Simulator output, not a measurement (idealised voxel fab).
process module | voxel wiring stack
cross-section cut | 270 nm wide | cells 5 nm
A cross-section is a grid of square cells, given in bands from the top down. A band is one or more rows of cells.
Each band's line starts with the height of the band's top and of its bottom, in nm. Then come its materials from left to right, each with its width in nm. One material with "throughout" fills the band from edge to edge. "air" is empty space.
Height 0 is the level under which the wafer as received is all one material. The lowest band goes on downwards, as in "0 down".
A width such as "30 to 40" changes by the same amount from each row of cells to the next, from the band's top row to its bottom row.
"no change" after a step means that no cell of the cross-section changed.
closed voids: empty space of 8 cells or more with no open way to the top, each as width x height at its distance from the left edge, in nm
after a step's settings: what the simulator itself notes on the step
overlay nm, on a step with a mask: how far to the right of its planned place the mask lay; to the left if negative
plan
1 op RECEIVE | material Si
2 op CONFORMAL_DEP | material SiO2 | thk nm 10
3 op DIRECTIONAL_DEP | material TiN | thk nm 5
4 op DIRECTIONAL_DEP | material Ru | thk nm 25
5 op DIRECTIONAL_DEP | material aC | thk nm 10
6 op PATTERN | tone cover | mask id METAL_1 | material resist | width nm 20 | pitch nm 45 | thk nm 25 | overlay nm 0
7 op DIRECTIONAL_ETCH | etch materials aC | depth nm 10
8 op STRIP | etch materials resist
9 op DIRECTIONAL_ETCH | etch materials Ru | depth nm 25
10 op DIRECTIONAL_ETCH | etch materials TiN | depth nm 5
11 op STRIP | etch materials aC
12 op CONFORMAL_DEP | material SiCN | thk nm 5
13 op FILL_DEP | material SiO2 | thk nm 10
14 op CMP | height nm 40
15 op CONFORMAL_DEP | material SiCN | thk nm 5
16 op DIRECTIONAL_DEP | material lowk | thk nm 10
17 op PATTERN | tone open | mask id PLUG_1 | material resist | width nm 15 | pitch nm 90 | thk nm 20 | overlay nm 0
18 op DIRECTIONAL_ETCH | etch materials lowk | depth nm 10
19 op DIRECTIONAL_ETCH | etch materials SiCN | depth nm 5
20 op STRIP | etch materials resist
21 op CONFORMAL_DEP | material TiN | thk nm 5
22 op FILL_DEP | material Ru | thk nm 10
23 op CMP | height nm 55
24 op CONFORMAL_DEP | material SiCN | thk nm 5
25 op DIRECTIONAL_DEP | material lowk | thk nm 20
26 op PATTERN | tone open | mask id METAL_2 | material resist | width nm 20 | pitch nm 45 | thk nm 15 | overlay nm 0
27 op DIRECTIONAL_ETCH | etch materials lowk | depth nm 20
28 op DIRECTIONAL_ETCH | etch materials SiCN | depth nm 5
29 op STRIP | etch materials resist
30 op CONFORMAL_DEP | material TiN | thk nm 5
31 op FILL_DEP | material W | thk nm 10
32 op CMP | height nm 80
33 op CONFORMAL_DEP | material SiCN | thk nm 5
34 op DIRECTIONAL_DEP | material lowk | thk nm 30
35 op DIRECTIONAL_DEP | material aC | thk nm 10
36 op PATTERN | tone open | mask id METAL_3 | material resist | width nm 20 | pitch nm 45 | thk nm 30 | overlay nm 0
37 op DIRECTIONAL_ETCH | etch materials aC | depth nm 10
38 op STRIP | etch materials resist
39 op DIRECTIONAL_ETCH | etch materials lowk | depth nm 20
40 op STRIP | etch materials aC
41 op DIRECTIONAL_DEP | material aC | thk nm 10
42 op PATTERN | tone open | mask id METAL_3_HOLES | material resist | width nm 15 | pitch nm 90 | thk nm 30 | overlay nm 0
43 op DIRECTIONAL_ETCH | etch materials aC | depth nm 10
44 op STRIP | etch materials resist
45 op DIRECTIONAL_ETCH | etch materials lowk | depth nm 10
46 op DIRECTIONAL_ETCH | etch materials SiCN | depth nm 5
47 op STRIP | etch materials aC
48 op CONFORMAL_DEP | material TiN | thk nm 5
49 op FILL_DEP | material Ru | thk nm 10
50 op CMP | height nm 115
51 op CONFORMAL_DEP | material SiCN | thk nm 5
52 op DIRECTIONAL_DEP | material SiO2 | thk nm 10
53 op DIRECTIONAL_DEP | material aC | thk nm 15
54 op PATTERN | tone open | mask id PLUG_3 | material resist | width nm 15 | pitch nm 45 | thk nm 35 | overlay nm 0
55 op DIRECTIONAL_ETCH | etch materials aC | depth nm 15
56 op STRIP | etch materials resist
57 op DIRECTIONAL_ETCH | etch materials SiO2 | depth nm 10
58 op DIRECTIONAL_ETCH | etch materials SiCN | depth nm 5
59 op STRIP | etch materials aC
60 op EPI | material Ru | thk nm 10
61 op EPI | material Ru | thk nm 5
62 op CONFORMAL_DEP | material SiCN | thk nm 5
63 op DIRECTIONAL_DEP | material SiO2 | thk nm 20
64 op PATTERN | tone open | mask id METAL_4 | material resist | width nm 20 | pitch nm 45 | thk nm 20 | overlay nm 0
65 op DIRECTIONAL_ETCH | etch materials SiO2 | depth nm 20
66 op DIRECTIONAL_ETCH | etch materials SiCN | depth nm 5
67 op STRIP | etch materials resist
68 op CONFORMAL_DEP | material TiN | thk nm 5
69 op FILL_DEP | material W | thk nm 5
70 op CMP | height nm 155
71 op CONFORMAL_DEP | material SiCN | thk nm 5
as received, after step 1
  0 down: Si throughout
  closed voids: none
first wafer at the end, as planned
  160 to 155: SiCN throughout
  155 to 135: SiO2 55 | TiN 5 | W 10 | TiN 5 | SiO2 25 | TiN 5 | W 10 | TiN 5 | SiO2 25 | TiN 5 | W 10 | TiN 5 | SiO2 25 | TiN 5 | W 10 | TiN 5 | SiO2 60
  135 to 130: SiCN 55 | TiN 20 | SiCN 25 | TiN 20 | SiCN 25 | TiN 20 | SiCN 25 | TiN 20 | SiCN 60
  130 to 120: SiO2 55 | Ru 15 | SiO2 30 | Ru 15 | SiO2 30 | Ru 15 | SiO2 30 | Ru 15 | SiO2 65
  120 to 115: SiCN 55 | Ru 15 | SiCN 30 | Ru 15 | SiCN 30 | Ru 15 | SiCN 30 | Ru 15 | SiCN 65
  115 to 100: lowk 55 | TiN 5 | Ru 10 | TiN 5 | lowk 25 | TiN 5 | Ru 10 | TiN 5 | lowk 25 | TiN 5 | Ru 10 | TiN 5 | lowk 25 | TiN 5 | Ru 10 | TiN 5 | lowk 60
  100 to 95: lowk 55 | TiN 5 | Ru 5 | TiN 10 | lowk 25 | TiN 20 | lowk 25 | TiN 5 | Ru 5 | TiN 10 | lowk 25 | TiN 20 | lowk 60
  95 to 85: lowk 55 | TiN 5 | Ru 5 | TiN 5 | lowk 75 | TiN 5 | Ru 5 | TiN 5 | lowk 110
  85 to 80: SiCN 55 | TiN 15 | SiCN 75 | TiN 15 | SiCN 110
  80 to 60: lowk 55 | TiN 5 | W 10 | TiN 5 | lowk 25 | TiN 5 | W 10 | TiN 5 | lowk 25 | TiN 5 | W 10 | TiN 5 | lowk 25 | TiN 5 | W 10 | TiN 5 | lowk 60
  60 to 55: SiCN 55 | TiN 20 | SiCN 25 | TiN 20 | SiCN 25 | TiN 20 | SiCN 25 | TiN 20 | SiCN 60
  55 to 45: lowk 55 | TiN 5 | Ru 5 | TiN 5 | lowk 75 | TiN 5 | Ru 5 | TiN 5 | lowk 110
  45 to 40: SiCN 55 | TiN 15 | SiCN 75 | TiN 15 | SiCN 110
  40 to 15: SiO2 50 | SiCN 5 | Ru 20 | SiCN 5 | SiO2 15 | SiCN 5 | Ru 20 | SiCN 5 | SiO2 15 | SiCN 5 | Ru 20 | SiCN 5 | SiO2 15 | SiCN 5 | Ru 20 | SiCN 5 | SiO2 55
  15 to 10: SiCN 55 | TiN 20 | SiCN 25 | TiN 20 | SiCN 25 | TiN 20 | SiCN 25 | TiN 20 | SiCN 60
  10 to 0: SiO2 throughout
  0 down: Si throughout
  closed voids: none
second wafer at the end: like start, like plan, one mistake
  160 to 155: SiCN throughout
  155 to 135: SiO2 55 | TiN 5 | W 10 | TiN 5 | SiO2 25 | TiN 5 | W 10 | TiN 5 | SiO2 25 | TiN 5 | W 10 | TiN 5 | SiO2 25 | TiN 5 | W 10 | TiN 5 | SiO2 60
  135 to 130: SiCN 55 | TiN 20 | SiCN 25 | TiN 20 | SiCN 25 | TiN 20 | SiCN 25 | TiN 20 | SiCN 60
  130 to 120: SiO2 55 | Ru 15 | SiO2 30 | Ru 15 | SiO2 30 | Ru 15 | SiO2 30 | Ru 15 | SiO2 65
  120 to 115: SiCN 55 | Ru 15 | SiCN 30 | Ru 15 | SiCN 30 | Ru 15 | SiCN 30 | Ru 15 | SiCN 65
  115 to 105: lowk 55 | TiN 5 | Ru 10 | TiN 5 | lowk 25 | TiN 5 | Ru 10 | TiN 5 | lowk 25 | TiN 5 | Ru 10 | TiN 5 | lowk 25 | TiN 5 | Ru 10 | TiN 5 | lowk 60
  105 to 100: lowk 55 | TiN 5 | Ru 5 | TiN 10 | lowk 25 | TiN 20 | lowk 25 | TiN 5 | Ru 5 | TiN 10 | lowk 25 | TiN 20 | lowk 60
  100 to 90: lowk 55 | TiN 5 | Ru 5 | TiN 5 | lowk 75 | TiN 5 | Ru 5 | TiN 5 | lowk 110
  90 to 85: SiCN 55 | TiN 15 | SiCN 75 | TiN 15 | SiCN 110
  85 to 80: TiN 60 | W 10 | TiN 35 | W 10 | TiN 35 | W 10 | TiN 35 | W 10 | TiN 65
  80 to 60: lowk 55 | TiN 5 | W 10 | TiN 5 | lowk 25 | TiN 5 | W 10 | TiN 5 | lowk 25 | TiN 5 | W 10 | TiN 5 | lowk 25 | TiN 5 | W 10 | TiN 5 | lowk 60
  60 to 55: SiCN 55 | TiN 20 | SiCN 25 | TiN 20 | SiCN 25 | TiN 20 | SiCN 25 | TiN 20 | SiCN 60
  55 to 45: lowk 55 | TiN 5 | Ru 5 | TiN 5 | lowk 75 | TiN 5 | Ru 5 | TiN 5 | lowk 110
  45 to 40: SiCN 55 | TiN 15 | SiCN 75 | TiN 15 | SiCN 110
  40 to 15: SiO2 50 | SiCN 5 | Ru 20 | SiCN 5 | SiO2 15 | SiCN 5 | Ru 20 | SiCN 5 | SiO2 15 | SiCN 5 | Ru 20 | SiCN 5 | SiO2 15 | SiCN 5 | Ru 20 | SiCN 5 | SiO2 55
  15 to 10: SiCN 55 | TiN 20 | SiCN 25 | TiN 20 | SiCN 25 | TiN 20 | SiCN 25 | TiN 20 | SiCN 60
  10 to 0: SiO2 throughout
  0 down: Si throughout
  closed voids: none
what went wrong: step 32 ran as: op CMP | height nm 85
at the end the second wafer has, in cells: 8 fewer of Ru | 38 more of TiN | 8 more of W | 38 fewer of lowk
